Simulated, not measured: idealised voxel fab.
process module | voxel self aligned vias
FYI the section here is cut, 185 nm wide, cells are 5 nm squares.
Square cells in a grid make up a cross-section in this document, and the grid is given as bands, listed from the top down, each one or more rows of cells.
Heights first: top, then bottom, in nm. Then materials, left to right, each with a width in nm. "edge to edge" on a single material: fills the band edge to edge. "air": empty space.
It should be noted that heights are counted from 0, beneath which the wafer as supplied is of one material throughout, and that the lowest band possesses no lower boundary but continues downward, as written in "top 0, no bottom".
Width: "30 to 40" (first number = top row, second number = bottom row, same change from row to row of cells).
Key: "all unchanged" - step with no changed cell in the cross-section.
The label "Fully sealed cavities" introduces a list of the empty spaces, 8 cells or larger, that have no open way up to the top; each entry in it reads width x height at distance, where the distance is taken from the left edge and all three are stated in nm.
If you see something after the settings on a step's line, that's the simulator's own remark about that step.
For masked steps, "overlay nm" on the step line gives how far right of plan the mask actually lay; a minus sign means it lay to the left.
**Process steps - plan**
1,RECEIVE | material Si
2,CONFORMAL_DEP | material SiO2 | thk nm 10
3,CONFORMAL_DEP | material SiCN | thk nm 5
4,DIRECTIONAL_DEP | material SiO2 | thk nm 30
5,PATTERN | tone open | mask id LINES | material resist | width nm 20 | pitch nm 55 | thk nm 15 | overlay nm -15
6,DIRECTIONAL_ETCH | etch materials SiO2 | depth nm 30
7,STRIP | etch materials resist
8,CONFORMAL_DEP | material TiN | thk nm 5
9,FILL_DEP | material Ru | thk nm 10
10,CMP | height nm 45
11,SELECTIVE_ETCH | etch materials W Ru TiN | depth nm 5
12,FILL_DEP | material SiN | thk nm 10
13,CMP | height nm 45
14,DIRECTIONAL_DEP | material SiO2 | thk nm 15
15,PATTERN | tone open | mask id VIAS | material resist | width nm 30 | pitch nm 55 | thk nm 20 | overlay nm 0
16,DIRECTIONAL_ETCH | etch materials SiO2 | depth nm 15
17,DIRECTIONAL_ETCH | etch materials SiN | depth nm 5
18,STRIP | etch materials resist
19,CONFORMAL_DEP | material TiN | thk nm 5
20,FILL_DEP | material Cu | thk nm 10
21,CMP | height nm 60
22,CONFORMAL_DEP | material SiN | thk nm 5
Quick note for whoever runs this: the wafers start identical, but the overlay nm at step 5 isn't the same across them. The plan just shows what the first wafer had.
**Cross-section of the first of several wafers as received (after step 1)**
    top 0, no bottom | Si edge to edge
    Fully sealed cavities: none
**Gained (+) or lost (-) cells of each material since receipt, then closed voids: one row per wafer, at the end of the module**
overlay nm -15, +16 Cu, +16 Ru, +37 SiCN, +41 SiN, +323 SiO2, +48 TiN, Fully sealed cavities: none
overlay nm -10, +18 Cu, +16 Ru, +37 SiCN, +39 SiN, +323 SiO2, +48 TiN, Fully sealed cavities: none
overlay nm -5, +20 Cu, +16 Ru, +37 SiCN, +37 SiN, +323 SiO2, +48 TiN, Fully sealed cavities: none
overlay nm 0, +20 Cu, +16 Ru, +37 SiCN, +37 SiN, +323 SiO2, +48 TiN, Fully sealed cavities: none
overlay nm 5, +20 Cu, +16 Ru, +37 SiCN, +37 SiN, +323 SiO2, +48 TiN, Fully sealed cavities: none
overlay nm 10, +18 Cu, +16 Ru, +37 SiCN, +39 SiN, +323 SiO2, +48 TiN, Fully sealed cavities: none
overlay nm 15, +16 Cu, +16 Ru, +37 SiCN, +41 SiN, +323 SiO2, +48 TiN, Fully sealed cavities: none
